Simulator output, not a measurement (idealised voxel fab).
The process module that follows is named voxel quadruple lines.
It is cross-section cut that appears here, measuring 220 nm in width, its square cells being 5 nm in size.
Heads up, the way a cross-section reads in here is a grid of square cells, handed over as bands from the top down, with every band being one or more rows of cells.
Look at the band entry: it leads with the top's height and the bottom's height in nm. Then it lists the materials left to right, with a width in nm for each. The word "all across" on a single material says that material fills the band edge to edge. The word "empty" is empty space.
Zero point of the height axis is 0; under it, received wafer = one material. Lowest band: continues down indefinitely, "from 0 down".
The notation "30..40" denotes a width that varies across the rows of cells in the band, beginning at the first number in the top row, finishing at the second number in the bottom row, and changing by an identical amount from each row to the next.
Where a step carries "all unchanged", the cross-section came out of it unchanged, cell for cell.
The entry "Closed void catalog" lists the empty spaces that cover at least 8 cells and have no open path to the top. Each is written as width x height at distance, where the distance is measured from the left edge and all three values are in nm.
The remark found on a step's line after its settings is issued by the simulator itself and pertains to that step.
"overlay nm", when on a step's line for a step with a mask, measures how far to the right of its planned place the mask lay; a negative measure means to the left.
Quick note on how to read the rest: it's all pairs. You get the cross-section before a process step and the one after, but the after one only goes down as far as the lowest band that changed. The step in between, with its settings, sits under the pair. Heads up, the pairs can come from different runs of this module on the same starting wafer, so don't assume a pair picks up from the one above unless its "Before the process" entry says it does.
### Before the process
- from 0 down = Si all across
- Closed void catalog: none
### Section After Processing
- from 10 to 0 = SiO2 all across
- For the remainder of the cross-section, below 0, there is no change.
- Closed void catalog: none
Connecting step for the cross-sections above: CONFORMAL_DEP | material SiO2 | thk nm 10
Before the process: equal to the after panel directly above.
### Section After Processing
- from 25 to 10 = W all across
- For the remainder of the cross-section, below 10, there is no change.
- Closed void catalog: none
Connecting step for the cross-sections above: DIRECTIONAL_DEP | material W | thk nm 15
Before the process: equal to the after panel directly above.
### Section After Processing
- from 45 to 25 = polySi all across
- For the remainder of the cross-section, below 25, there is no change.
- Closed void catalog: none
Connecting step for the cross-sections above: DIRECTIONAL_DEP | material polySi | thk nm 20
Before the process: equal to the after panel directly above.
### Section After Processing
- from 70 to 45 = aC all across
- For the remainder of the cross-section, below 45, there is no change.
- Closed void catalog: none
Connecting step for the cross-sections above: DIRECTIONAL_DEP | material aC | thk nm 25
Before the process: equal to the after panel directly above.
### Section After Processing
- from 105 to 70 = 40 nm empty, 35 nm resist, 65 nm empty, 35 nm resist, 45 nm empty
- For the remainder of the cross-section, below 70, there is no change.
- Closed void catalog: none
Connecting step for the cross-sections above: PATTERN | tone cover | mask id MANDREL | material resist | width nm 35 | pitch nm 100 | thk nm 35 | overlay nm 0
Before the process: equal to the after panel directly above.
### Section After Processing
- from 80 to 70 = 40 nm empty, 35 nm resist, 65 nm empty, 35 nm resist, 45 nm empty
- from 70 to 45 = 40 nm empty, 35 nm aC, 65 nm empty, 35 nm aC, 45 nm empty
- For the remainder of the cross-section, below 45, there is no change.
- Closed void catalog: none
Connecting step for the cross-sections above: DIRECTIONAL_ETCH | etch materials aC | depth nm 25
Before the process: equal to the after panel directly above.
### Section After Processing
- from 70 to 45 = 40 nm empty, 35 nm aC, 65 nm empty, 35 nm aC, 45 nm empty
- For the remainder of the cross-section, below 45, there is no change.
- Closed void catalog: none
Connecting step for the cross-sections above: STRIP | etch materials resist
Before the process: equal to the after panel directly above.
### Section After Processing
- from 85 to 70 = 25 nm empty, 65 nm SiO2, 35 nm empty, 65 nm SiO2, 30 nm empty
- from 70 to 60 = 25 nm empty, 15 nm SiO2, 35 nm aC, 15 nm SiO2, 35 nm empty, 15 nm SiO2, 35 nm aC, 15 nm SiO2, 30 nm empty
- from 60 to 45 = 40 nm SiO2, 35 nm aC, 65 nm SiO2, 35 nm aC, 45 nm SiO2
- For the remainder of the cross-section, below 45, there is no change.
- Closed void catalog: none
Connecting step for the cross-sections above: CONFORMAL_DEP | material SiO2 | thk nm 15
Before the process: equal to the after panel directly above.
### Section After Processing
- from 70 to 45 = 25 nm empty, 15 nm SiO2, 35 nm aC, 15 nm SiO2, 35 nm empty, 15 nm SiO2, 35 nm aC, 15 nm SiO2, 30 nm empty
- For the remainder of the cross-section, below 45, there is no change.
- Closed void catalog: none
Connecting step for the cross-sections above: DIRECTIONAL_ETCH | etch materials SiO2 | depth nm 15
Before the process: equal to the after panel directly above.
### Section After Processing
- from 70 to 45 = 25 nm empty, 15 nm SiO2, 35 nm empty, 15 nm SiO2, 35 nm empty, 15 nm SiO2, 35 nm empty, 15 nm SiO2, 30 nm empty
- For the remainder of the cross-section, below 45, there is no change.
- Closed void catalog: none
Connecting step for the cross-sections above: STRIP | etch materials aC
Before the process: equal to the after panel directly above.
### Section After Processing
- from 70 to 45 = 25 nm empty, 15 nm SiO2, 35 nm empty, 15 nm SiO2, 35 nm empty, 15 nm SiO2, 35 nm empty, 15 nm SiO2, 30 nm empty
- from 45 to 25 = 25 nm empty, 15 nm polySi, 35 nm empty, 15 nm polySi, 35 nm empty, 15 nm polySi, 35 nm empty, 15 nm polySi, 30 nm empty
- For the remainder of the cross-section, below 25, there is no change.
- Closed void catalog: none
Connecting step for the cross-sections above: DIRECTIONAL_ETCH | etch materials polySi | depth nm 20
Before the process: equal to the after panel directly above.
### Section After Processing
- from 45 to 25 = 25 nm empty, 15 nm polySi, 35 nm empty, 15 nm polySi, 35 nm empty, 15 nm polySi, 35 nm empty, 15 nm polySi, 30 nm empty
- For the remainder of the cross-section, below 25, there is no change.
- Closed void catalog: none
Connecting step for the cross-sections above: STRIP | etch materials SiO2
Before the process: equal to the after panel directly above.
### Section After Processing
- from 55 to 45 = 15 nm empty, 35 nm SiCN, 15 nm empty, 35 nm SiCN, 15 nm empty, 35 nm SiCN, 15 nm empty, 35 nm SiCN, 20 nm empty
- from 45 to 35 = 15 nm empty, 10 nm SiCN, 15 nm polySi, 10 nm SiCN, 15 nm empty, 10 nm SiCN, 15 nm polySi, 10 nm SiCN, 15 nm empty, 10 nm SiCN, 15 nm polySi, 10 nm SiCN, 15 nm empty, 10 nm SiCN, 15 nm polySi, 10 nm SiCN, 20 nm empty
- from 35 to 25 = 25 nm SiCN, 15 nm polySi, 35 nm SiCN, 15 nm polySi, 35 nm SiCN, 15 nm polySi, 35 nm SiCN, 15 nm polySi, 30 nm SiCN
- For the remainder of the cross-section, below 25, there is no change.
- Closed void catalog: none
Connecting step for the cross-sections above: CONFORMAL_DEP | material SiCN | thk nm 10
Before the process: equal to the after panel directly above.
### Section After Processing
- from 45 to 25 = 15 nm empty, 10 nm SiCN, 15 nm polySi, 10 nm SiCN, 15 nm empty, 10 nm SiCN, 15 nm polySi, 10 nm SiCN, 15 nm empty, 10 nm SiCN, 15 nm polySi, 10 nm SiCN, 15 nm empty, 10 nm SiCN, 15 nm polySi, 10 nm SiCN, 20 nm empty
- For the remainder of the cross-section, below 25, there is no change.
- Closed void catalog: none
Connecting step for the cross-sections above: DIRECTIONAL_ETCH | etch materials SiCN | depth nm 10
Before the process: equal to the after panel directly above.
### Section After Processing
- from 45 to 25 = 15 nm empty, 10 nm SiCN, 15 nm empty, 10 nm SiCN, 15 nm empty, 10 nm SiCN, 15 nm empty, 10 nm SiCN, 15 nm empty, 10 nm SiCN, 15 nm empty, 10 nm SiCN, 15 nm empty, 10 nm SiCN, 15 nm empty, 10 nm SiCN, 20 nm empty
- For the remainder of the cross-section, below 25, there is no change.
- Closed void catalog: none
Connecting step for the cross-sections above: STRIP | etch materials polySi
Before the process: equal to the after panel directly above.
### Section After Processing
- from 45 to 25 = 15 nm empty, 10 nm SiCN, 15 nm empty, 10 nm SiCN, 15 nm empty, 10 nm SiCN, 15 nm empty, 10 nm SiCN, 15 nm empty, 10 nm SiCN, 15 nm empty, 10 nm SiCN, 15 nm empty, 10 nm SiCN, 15 nm empty, 10 nm SiCN, 20 nm empty
- from 25 to 10 = 15 nm empty, 10 nm W, 15 nm empty, 10 nm W, 15 nm empty, 10 nm W, 15 nm empty, 10 nm W, 15 nm empty, 10 nm W, 15 nm empty, 10 nm W, 15 nm empty, 10 nm W, 15 nm empty, 10 nm W, 20 nm empty
- For the remainder of the cross-section, below 10, there is no change.
- Closed void catalog: none
Connecting step for the cross-sections above: DIRECTIONAL_ETCH | etch materials W | depth nm 15
Before the process: equal to the after panel directly above.
### Section After Processing
- from 25 to 10 = 15 nm empty, 10 nm W, 15 nm empty, 10 nm W, 15 nm empty, 10 nm W, 15 nm empty, 10 nm W, 15 nm empty, 10 nm W, 15 nm empty, 10 nm W, 15 nm empty, 10 nm W, 15 nm empty, 10 nm W, 20 nm empty
- For the remainder of the cross-section, below 10, there is no change.
- Closed void catalog: none
Connecting step for the cross-sections above: STRIP | etch materials SiCN
Before the process: equal to the after panel directly above.
### Section After Processing
- from 30 to 25 = SiO2 all across
- from 25 to 10 = 15 nm SiO2, 10 nm W, 15 nm SiO2, 10 nm W, 15 nm SiO2, 10 nm W, 15 nm SiO2, 10 nm W, 15 nm SiO2, 10 nm W, 15 nm SiO2, 10 nm W, 15 nm SiO2, 10 nm W, 15 nm SiO2, 10 nm W, 20 nm SiO2
- For the remainder of the cross-section, below 10, there is no change.
- Closed void catalog: none
Connecting step for the cross-sections above: FILL_DEP | material SiO2 | thk nm 5
Before the process: equal to the after panel directly above.
### Section After Processing
- from 25 to 10 = 15 nm SiO2, 10 nm W, 15 nm SiO2, 10 nm W, 15 nm SiO2, 10 nm W, 15 nm SiO2, 10 nm W, 15 nm SiO2, 10 nm W, 15 nm SiO2, 10 nm W, 15 nm SiO2, 10 nm W, 15 nm SiO2, 10 nm W, 20 nm SiO2
- For the remainder of the cross-section, below 10, there is no change.
- Closed void catalog: none
Connecting step for the cross-sections above: CMP | height nm 25
### Before the process
- from 80 to 70 = 40 nm empty, 35 nm resist, 65 nm empty, 35 nm resist, 45 nm empty
- from 70 to 45 = 40 nm empty, 35 nm aC, 65 nm empty, 35 nm aC, 45 nm empty
- from 45 to 25 = polySi all across
- from 25 to 10 = W all across
- from 10 to 0 = SiO2 all across
- from 0 down = Si all across
- Closed void catalog: none
### Section After Processing
- from 95 to 80 = 25 nm empty, 65 nm SiO2, 35 nm empty, 65 nm SiO2, 30 nm empty
- from 80 to 70 = 25 nm empty, 15 nm SiO2, 35 nm resist, 15 nm SiO2, 35 nm empty, 15 nm SiO2, 35 nm resist, 15 nm SiO2, 30 nm empty
- from 70 to 60 = 25 nm empty, 15 nm SiO2, 35 nm aC, 15 nm SiO2, 35 nm empty, 15 nm SiO2, 35 nm aC, 15 nm SiO2, 30 nm empty
- from 60 to 45 = 40 nm SiO2, 35 nm aC, 65 nm SiO2, 35 nm aC, 45 nm SiO2
- For the remainder of the cross-section, below 45, there is no change.
- Closed void catalog: none
Connecting step for the cross-sections above: CONFORMAL_DEP | material SiO2 | thk nm 15
Before the process: equal to the after panel directly above.
### Section After Processing
- from 80 to 70 = 25 nm empty, 15 nm SiO2, 35 nm resist, 15 nm SiO2, 35 nm empty, 15 nm SiO2, 35 nm resist, 15 nm SiO2, 30 nm empty
- from 70 to 45 = 25 nm empty, 15 nm SiO2, 35 nm aC, 15 nm SiO2, 35 nm empty, 15 nm SiO2, 35 nm aC, 15 nm SiO2, 30 nm empty
- For the remainder of the cross-section, below 45, there is no change.
- Closed void catalog: none
Connecting step for the cross-sections above: DIRECTIONAL_ETCH | etch materials SiO2 | depth nm 15
Before the process: equal to the after panel directly above.
### Section After Processing
- from 80 to 45 = 25 nm empty, 15 nm SiO2, 35 nm empty, 15 nm SiO2, 35 nm empty, 15 nm SiO2, 35 nm empty, 15 nm SiO2, 30 nm empty
- For the remainder of the cross-section, below 45, there is no change.
- Closed void catalog: none
Connecting step for the cross-sections above: STRIP | etch materials aC
Before the process: equal to the after panel directly above.
### Section After Processing
- from 80 to 45 = 25 nm empty, 15 nm SiO2, 35 nm empty, 15 nm SiO2, 35 nm empty, 15 nm SiO2, 35 nm empty, 15 nm SiO2, 30 nm empty
- from 45 to 25 = 25 nm empty, 15 nm polySi, 35 nm empty, 15 nm polySi, 35 nm empty, 15 nm polySi, 35 nm empty, 15 nm polySi, 30 nm empty
- For the remainder of the cross-section, below 25, there is no change.
- Closed void catalog: none
Connecting step for the cross-sections above: DIRECTIONAL_ETCH | etch materials polySi | depth nm 20
Before the process: equal to the after panel directly above.
### Section After Processing
- from 45 to 25 = 25 nm empty, 15 nm polySi, 35 nm empty, 15 nm polySi, 35 nm empty, 15 nm polySi, 35 nm empty, 15 nm polySi, 30 nm empty
- For the remainder of the cross-section, below 25, there is no change.
- Closed void catalog: none
Connecting step for the cross-sections above: STRIP | etch materials SiO2
### Before the process
- from 10 to 0 = SiO2 all across
- from 0 down = Si all across
- Closed void catalog: none
### Section After Processing
- from 30 to 10 = polySi all across
- For the remainder of the cross-section, below 10, there is no change.
- Closed void catalog: none
Connecting step for the cross-sections above: DIRECTIONAL_DEP | material polySi | thk nm 20
Before the process: equal to the after panel directly above.
### Section After Processing
- from 45 to 30 = W all across
- For the remainder of the cross-section, below 30, there is no change.
- Closed void catalog: none
Connecting step for the cross-sections above: DIRECTIONAL_DEP | material W | thk nm 15
Before the process: equal to the after panel directly above.
### Section After Processing
- from 70 to 45 = aC all across
- For the remainder of the cross-section, below 45, there is no change.
- Closed void catalog: none
Connecting step for the cross-sections above: DIRECTIONAL_DEP | material aC | thk nm 25
Before the process: equal to the after panel directly above.
### Section After Processing
- from 105 to 70 = 40 nm empty, 35 nm resist, 65 nm empty, 35 nm resist, 45 nm empty
- For the remainder of the cross-section, below 70, there is no change.
- Closed void catalog: none
Connecting step for the cross-sections above: PATTERN | tone cover | mask id MANDREL | material resist | width nm 35 | pitch nm 100 | thk nm 35 | overlay nm 0
Before the process: equal to the after panel directly above.
### Section After Processing
- from 80 to 70 = 40 nm empty, 35 nm resist, 65 nm empty, 35 nm resist, 45 nm empty
- from 70 to 45 = 40 nm empty, 35 nm aC, 65 nm empty, 35 nm aC, 45 nm empty
- For the remainder of the cross-section, below 45, there is no change.
- Closed void catalog: none
Connecting step for the cross-sections above: DIRECTIONAL_ETCH | etch materials aC | depth nm 25
Before the process: equal to the after panel directly above.
### Section After Processing
- from 70 to 45 = 40 nm empty, 35 nm aC, 65 nm empty, 35 nm aC, 45 nm empty
- For the remainder of the cross-section, below 45, there is no change.
- Closed void catalog: none
Connecting step for the cross-sections above: STRIP | etch materials resist
Before the process: equal to the after panel directly above.
### Section After Processing
- from 85 to 70 = 25 nm empty, 65 nm SiO2, 35 nm empty, 65 nm SiO2, 30 nm empty
- from 70 to 60 = 25 nm empty, 15 nm SiO2, 35 nm aC, 15 nm SiO2, 35 nm empty, 15 nm SiO2, 35 nm aC, 15 nm SiO2, 30 nm empty
- from 60 to 45 = 40 nm SiO2, 35 nm aC, 65 nm SiO2, 35 nm aC, 45 nm SiO2
- For the remainder of the cross-section, below 45, there is no change.
- Closed void catalog: none
Connecting step for the cross-sections above: CONFORMAL_DEP | material SiO2 | thk nm 15
Before the process: equal to the after panel directly above.
### Section After Processing
- from 70 to 45 = 25 nm empty, 15 nm SiO2, 35 nm aC, 15 nm SiO2, 35 nm empty, 15 nm SiO2, 35 nm aC, 15 nm SiO2, 30 nm empty
- For the remainder of the cross-section, below 45, there is no change.
- Closed void catalog: none
Connecting step for the cross-sections above: DIRECTIONAL_ETCH | etch materials SiO2 | depth nm 15
Before the process: equal to the after panel directly above.
### Section After Processing
- from 70 to 45 = 25 nm empty, 15 nm SiO2, 35 nm empty, 15 nm SiO2, 35 nm empty, 15 nm SiO2, 35 nm empty, 15 nm SiO2, 30 nm empty
- For the remainder of the cross-section, below 45, there is no change.
- Closed void catalog: none
Connecting step for the cross-sections above: STRIP | etch materials aC
Before the process: equal to the after panel directly above.
### Section After Processing
- from 45 to 30 = W all across
- For the remainder of the cross-section, below 30, there is no change.
- Closed void catalog: none
Connecting step for the cross-sections above: STRIP | etch materials SiO2
Before the process: equal to the after panel directly above.
### Section After Processing
- from 55 to 45 = SiCN all across
- For the remainder of the cross-section, below 45, there is no change.
- Closed void catalog: none
Connecting step for the cross-sections above: CONFORMAL_DEP | material SiCN | thk nm 10
Before the process: equal to the after panel directly above.
### Section After Processing
- from 45 to 30 = W all across
- For the remainder of the cross-section, below 30, there is no change.
- Closed void catalog: none
Connecting step for the cross-sections above: DIRECTIONAL_ETCH | etch materials SiCN | depth nm 10
Before the process: equal to the after panel directly above.
### Section After Processing
- from 30 to 10 = polySi all across
- For the remainder of the cross-section, below 10, there is no change.
- Closed void catalog: none
Connecting step for the cross-sections above: DIRECTIONAL_ETCH | etch materials W | depth nm 15
Before the process: equal to the after panel directly above.
### Section After Processing
- from 35 to 30 = SiO2 all across
- For the remainder of the cross-section, below 30, there is no change.
- Closed void catalog: none
Connecting step for the cross-sections above: FILL_DEP | material SiO2 | thk nm 5
Before the process: equal to the after panel directly above.
### Section After Processing
- from 25 to 10 = polySi all across
- For the remainder of the cross-section, below 10, there is no change.
- Closed void catalog: none
Connecting step for the cross-sections above: CMP | height nm 25
### Before the process
- from 0 down = Si all across
- Closed void catalog: none
### Section After Processing
- from 5 to 0 = SiO2 all across
- For the remainder of the cross-section, below 0, there is no change.
- Closed void catalog: none
Connecting step for the cross-sections above: CONFORMAL_DEP | material SiO2 | thk nm 5
Before the process: equal to the after panel directly above.
### Section After Processing
- from 20 to 5 = W all across
- For the remainder of the cross-section, below 5, there is no change.
- Closed void catalog: none
Connecting step for the cross-sections above: DIRECTIONAL_DEP | material W | thk nm 15
Before the process: equal to the after panel directly above.
### Section After Processing
- from 40 to 20 = polySi all across
- For the remainder of the cross-section, below 20, there is no change.
- Closed void catalog: none
Connecting step for the cross-sections above: DIRECTIONAL_DEP | material polySi | thk nm 20
Before the process: equal to the after panel directly above.
### Section After Processing
- from 65 to 40 = aC all across
- For the remainder of the cross-section, below 40, there is no change.
- Closed void catalog: none
Connecting step for the cross-sections above: DIRECTIONAL_DEP | material aC | thk nm 25
Before the process: equal to the after panel directly above.
### Section After Processing
- from 100 to 65 = 40 nm empty, 35 nm resist, 65 nm empty, 35 nm resist, 45 nm empty
- For the remainder of the cross-section, below 65, there is no change.
- Closed void catalog: none
Connecting step for the cross-sections above: PATTERN | tone cover | mask id MANDREL | material resist | width nm 35 | pitch nm 100 | thk nm 35 | overlay nm 0
Before the process: equal to the after panel directly above.
### Section After Processing
- from 75 to 65 = 40 nm empty, 35 nm resist, 65 nm empty, 35 nm resist, 45 nm empty
- from 65 to 40 = 40 nm empty, 35 nm aC, 65 nm empty, 35 nm aC, 45 nm empty
- For the remainder of the cross-section, below 40, there is no change.
- Closed void catalog: none
Connecting step for the cross-sections above: DIRECTIONAL_ETCH | etch materials aC | depth nm 25
Before the process: equal to the after panel directly above.
### Section After Processing
- from 65 to 40 = 40 nm empty, 35 nm aC, 65 nm empty, 35 nm aC, 45 nm empty
- For the remainder of the cross-section, below 40, there is no change.
- Closed void catalog: none
Connecting step for the cross-sections above: STRIP | etch materials resist
Before the process: equal to the after panel directly above.
### Section After Processing
- from 80 to 65 = 25 nm empty, 65 nm SiO2, 35 nm empty, 65 nm SiO2, 30 nm empty
- from 65 to 55 = 25 nm empty, 15 nm SiO2, 35 nm aC, 15 nm SiO2, 35 nm empty, 15 nm SiO2, 35 nm aC, 15 nm SiO2, 30 nm empty
- from 55 to 40 = 40 nm SiO2, 35 nm aC, 65 nm SiO2, 35 nm aC, 45 nm SiO2
- For the remainder of the cross-section, below 40, there is no change.
- Closed void catalog: none
Connecting step for the cross-sections above: CONFORMAL_DEP | material SiO2 | thk nm 15
Before the process: equal to the after panel directly above.
### Section After Processing
- from 65 to 40 = 25 nm empty, 15 nm SiO2, 35 nm aC, 15 nm SiO2, 35 nm empty, 15 nm SiO2, 35 nm aC, 15 nm SiO2, 30 nm empty
- For the remainder of the cross-section, below 40, there is no change.
- Closed void catalog: none
Connecting step for the cross-sections above: DIRECTIONAL_ETCH | etch materials SiO2 | depth nm 15
Before the process: equal to the after panel directly above.
### Section After Processing
- from 65 to 40 = 25 nm empty, 15 nm SiO2, 35 nm empty, 15 nm SiO2, 35 nm empty, 15 nm SiO2, 35 nm empty, 15 nm SiO2, 30 nm empty
- For the remainder of the cross-section, below 40, there is no change.
- Closed void catalog: none
Connecting step for the cross-sections above: STRIP | etch materials aC
Before the process: equal to the after panel directly above.
### Section After Processing
- from 65 to 40 = 25 nm empty, 15 nm SiO2, 35 nm empty, 15 nm SiO2, 35 nm empty, 15 nm SiO2, 35 nm empty, 15 nm SiO2, 30 nm empty
- from 40 to 20 = 25 nm empty, 15 nm polySi, 35 nm empty, 15 nm polySi, 35 nm empty, 15 nm polySi, 35 nm empty, 15 nm polySi, 30 nm empty
- For the remainder of the cross-section, below 20, there is no change.
- Closed void catalog: none
Connecting step for the cross-sections above: DIRECTIONAL_ETCH | etch materials polySi | depth nm 20
Before the process: equal to the after panel directly above.
### Section After Processing
- from 40 to 20 = 25 nm empty, 15 nm polySi, 35 nm empty, 15 nm polySi, 35 nm empty, 15 nm polySi, 35 nm empty, 15 nm polySi, 30 nm empty
- For the remainder of the cross-section, below 20, there is no change.
- Closed void catalog: none
Connecting step for the cross-sections above: STRIP | etch materials SiO2
Before the process: equal to the after panel directly above.
### Section After Processing
- from 50 to 40 = 15 nm empty, 35 nm SiCN, 15 nm empty, 35 nm SiCN, 15 nm empty, 35 nm SiCN, 15 nm empty, 35 nm SiCN, 20 nm empty
- from 40 to 30 = 15 nm empty, 10 nm SiCN, 15 nm polySi, 10 nm SiCN, 15 nm empty, 10 nm SiCN, 15 nm polySi, 10 nm SiCN, 15 nm empty, 10 nm SiCN, 15 nm polySi, 10 nm SiCN, 15 nm empty, 10 nm SiCN, 15 nm polySi, 10 nm SiCN, 20 nm empty
- from 30 to 20 = 25 nm SiCN, 15 nm polySi, 35 nm SiCN, 15 nm polySi, 35 nm SiCN, 15 nm polySi, 35 nm SiCN, 15 nm polySi, 30 nm SiCN
- For the remainder of the cross-section, below 20, there is no change.
- Closed void catalog: none
Connecting step for the cross-sections above: CONFORMAL_DEP | material SiCN | thk nm 10
Before the process: equal to the after panel directly above.
### Section After Processing
- from 40 to 20 = 15 nm empty, 10 nm SiCN, 15 nm polySi, 10 nm SiCN, 15 nm empty, 10 nm SiCN, 15 nm polySi, 10 nm SiCN, 15 nm empty, 10 nm SiCN, 15 nm polySi, 10 nm SiCN, 15 nm empty, 10 nm SiCN, 15 nm polySi, 10 nm SiCN, 20 nm empty
- For the remainder of the cross-section, below 20, there is no change.
- Closed void catalog: none
Connecting step for the cross-sections above: DIRECTIONAL_ETCH | etch materials SiCN | depth nm 10
Before the process: equal to the after panel directly above.
### Section After Processing
- from 40 to 20 = 15 nm empty, 10 nm SiCN, 15 nm empty, 10 nm SiCN, 15 nm empty, 10 nm SiCN, 15 nm empty, 10 nm SiCN, 15 nm empty, 10 nm SiCN, 15 nm empty, 10 nm SiCN, 15 nm empty, 10 nm SiCN, 15 nm empty, 10 nm SiCN, 20 nm empty
- For the remainder of the cross-section, below 20, there is no change.
- Closed void catalog: none
Connecting step for the cross-sections above: STRIP | etch materials polySi
Before the process: equal to the after panel directly above.
### Section After Processing
- from 40 to 20 = 15 nm empty, 10 nm SiCN, 15 nm empty, 10 nm SiCN, 15 nm empty, 10 nm SiCN, 15 nm empty, 10 nm SiCN, 15 nm empty, 10 nm SiCN, 15 nm empty, 10 nm SiCN, 15 nm empty, 10 nm SiCN, 15 nm empty, 10 nm SiCN, 20 nm empty
- from 20 to 5 = 15 nm empty, 10 nm W, 15 nm empty, 10 nm W, 15 nm empty, 10 nm W, 15 nm empty, 10 nm W, 15 nm empty, 10 nm W, 15 nm empty, 10 nm W, 15 nm empty, 10 nm W, 15 nm empty, 10 nm W, 20 nm empty
- For the remainder of the cross-section, below 5, there is no change.
- Closed void catalog: none
Connecting step for the cross-sections above: DIRECTIONAL_ETCH | etch materials W | depth nm 15
Before the process: equal to the after panel directly above.
### Section After Processing
- from 20 to 5 = 15 nm empty, 10 nm W, 15 nm empty, 10 nm W, 15 nm empty, 10 nm W, 15 nm empty, 10 nm W, 15 nm empty, 10 nm W, 15 nm empty, 10 nm W, 15 nm empty, 10 nm W, 15 nm empty, 10 nm W, 20 nm empty
- For the remainder of the cross-section, below 5, there is no change.
- Closed void catalog: none
Connecting step for the cross-sections above: STRIP | etch materials SiCN
Before the process: equal to the after panel directly above.
### Section After Processing
- from 25 to 20 = SiO2 all across
- from 20 to 5 = 15 nm SiO2, 10 nm W, 15 nm SiO2, 10 nm W, 15 nm SiO2, 10 nm W, 15 nm SiO2, 10 nm W, 15 nm SiO2, 10 nm W, 15 nm SiO2, 10 nm W, 15 nm SiO2, 10 nm W, 15 nm SiO2, 10 nm W, 20 nm SiO2
- For the remainder of the cross-section, below 5, there is no change.
- Closed void catalog: none
Connecting step for the cross-sections above: FILL_DEP | material SiO2 | thk nm 5
### Before the process
- from 70 to 45 = aC all across
- from 45 to 25 = polySi all across
- from 25 to 10 = W all across
- from 10 to 0 = SiO2 all across
- from 0 down = Si all across
- Closed void catalog: none
### Section After Processing
- from 105 to 70 = 35 nm empty, 45 nm resist, 55 nm empty, 45 nm resist, 40 nm empty
- For the remainder of the cross-section, below 70, there is no change.
- Closed void catalog: none
Connecting step for the cross-sections above: PATTERN | tone cover | mask id MANDREL | material resist | width nm 45 | pitch nm 100 | thk nm 35 | overlay nm 0
Before the process: equal to the after panel directly above.
### Section After Processing
- from 80 to 70 = 35 nm empty, 45 nm resist, 55 nm empty, 45 nm resist, 40 nm empty
- from 70 to 45 = 35 nm empty, 45 nm aC, 55 nm empty, 45 nm aC, 40 nm empty
- For the remainder of the cross-section, below 45, there is no change.
- Closed void catalog: none
Connecting step for the cross-sections above: DIRECTIONAL_ETCH | etch materials aC | depth nm 25
Before the process: equal to the after panel directly above.
### Section After Processing
- from 70 to 45 = 35 nm empty, 45 nm aC, 55 nm empty, 45 nm aC, 40 nm empty
- For the remainder of the cross-section, below 45, there is no change.
- Closed void catalog: none
Connecting step for the cross-sections above: STRIP | etch materials resist
Before the process: equal to the after panel directly above.
### Section After Processing
- from 85 to 70 = 20 nm empty, 75 nm SiO2, 25 nm empty, 75 nm SiO2, 25 nm empty
- from 70 to 60 = 20 nm empty, 15 nm SiO2, 45 nm aC, 15 nm SiO2, 25 nm empty, 15 nm SiO2, 45 nm aC, 15 nm SiO2, 25 nm empty
- from 60 to 45 = 35 nm SiO2, 45 nm aC, 55 nm SiO2, 45 nm aC, 40 nm SiO2
- For the remainder of the cross-section, below 45, there is no change.
- Closed void catalog: none
Connecting step for the cross-sections above: CONFORMAL_DEP | material SiO2 | thk nm 15
Before the process: equal to the after panel directly above.
### Section After Processing
- from 70 to 45 = 20 nm empty, 15 nm SiO2, 45 nm aC, 15 nm SiO2, 25 nm empty, 15 nm SiO2, 45 nm aC, 15 nm SiO2, 25 nm empty
- For the remainder of the cross-section, below 45, there is no change.
- Closed void catalog: none
Connecting step for the cross-sections above: DIRECTIONAL_ETCH | etch materials SiO2 | depth nm 15
Before the process: equal to the after panel directly above.
### Section After Processing
- from 70 to 45 = 20 nm empty, 15 nm SiO2, 45 nm empty, 15 nm SiO2, 25 nm empty, 15 nm SiO2, 45 nm empty, 15 nm SiO2, 25 nm empty
- For the remainder of the cross-section, below 45, there is no change.
- Closed void catalog: none
Connecting step for the cross-sections above: STRIP | etch materials aC
Before the process: equal to the after panel directly above.
### Section After Processing
- from 70 to 45 = 20 nm empty, 15 nm SiO2, 45 nm empty, 15 nm SiO2, 25 nm empty, 15 nm SiO2, 45 nm empty, 15 nm SiO2, 25 nm empty
- from 45 to 25 = 20 nm empty, 15 nm polySi, 45 nm empty, 15 nm polySi, 25 nm empty, 15 nm polySi, 45 nm empty, 15 nm polySi, 25 nm empty
- For the remainder of the cross-section, below 25, there is no change.
- Closed void catalog: none
Connecting step for the cross-sections above: DIRECTIONAL_ETCH | etch materials polySi | depth nm 20
Before the process: equal to the after panel directly above.
### Section After Processing
- from 45 to 25 = 20 nm empty, 15 nm polySi, 45 nm empty, 15 nm polySi, 25 nm empty, 15 nm polySi, 45 nm empty, 15 nm polySi, 25 nm empty
- For the remainder of the cross-section, below 25, there is no change.
- Closed void catalog: none
Connecting step for the cross-sections above: STRIP | etch materials SiO2
Before the process: equal to the after panel directly above.
### Section After Processing
- from 55 to 45 = 10 nm empty, 35 nm SiCN, 25 nm empty, 35 nm SiCN, 5 nm empty, 35 nm SiCN, 25 nm empty, 35 nm SiCN, 15 nm empty
- from 45 to 35 = 10 nm empty, 10 nm SiCN, 15 nm polySi, 10 nm SiCN, 25 nm empty, 10 nm SiCN, 15 nm polySi, 10 nm SiCN, 5 nm empty, 10 nm SiCN, 15 nm polySi, 10 nm SiCN, 25 nm empty, 10 nm SiCN, 15 nm polySi, 10 nm SiCN, 15 nm empty
- from 35 to 25 = 20 nm SiCN, 15 nm polySi, 45 nm SiCN, 15 nm polySi, 25 nm SiCN, 15 nm polySi, 45 nm SiCN, 15 nm polySi, 25 nm SiCN
- For the remainder of the cross-section, below 25, there is no change.
- Closed void catalog: none
Connecting step for the cross-sections above: CONFORMAL_DEP | material SiCN | thk nm 10
Before the process: equal to the after panel directly above.
### Section After Processing
- from 45 to 25 = 10 nm empty, 10 nm SiCN, 15 nm polySi, 10 nm SiCN, 25 nm empty, 10 nm SiCN, 15 nm polySi, 10 nm SiCN, 5 nm empty, 10 nm SiCN, 15 nm polySi, 10 nm SiCN, 25 nm empty, 10 nm SiCN, 15 nm polySi, 10 nm SiCN, 15 nm empty
- For the remainder of the cross-section, below 25, there is no change.
- Closed void catalog: none
Connecting step for the cross-sections above: DIRECTIONAL_ETCH | etch materials SiCN | depth nm 10
Before the process: equal to the after panel directly above.
### Section After Processing
- from 45 to 25 = 10 nm empty, 10 nm SiCN, 15 nm empty, 10 nm SiCN, 25 nm empty, 10 nm SiCN, 15 nm empty, 10 nm SiCN, 5 nm empty, 10 nm SiCN, 15 nm empty, 10 nm SiCN, 25 nm empty, 10 nm SiCN, 15 nm empty, 10 nm SiCN, 15 nm empty
- For the remainder of the cross-section, below 25, there is no change.
- Closed void catalog: none
Connecting step for the cross-sections above: STRIP | etch materials polySi
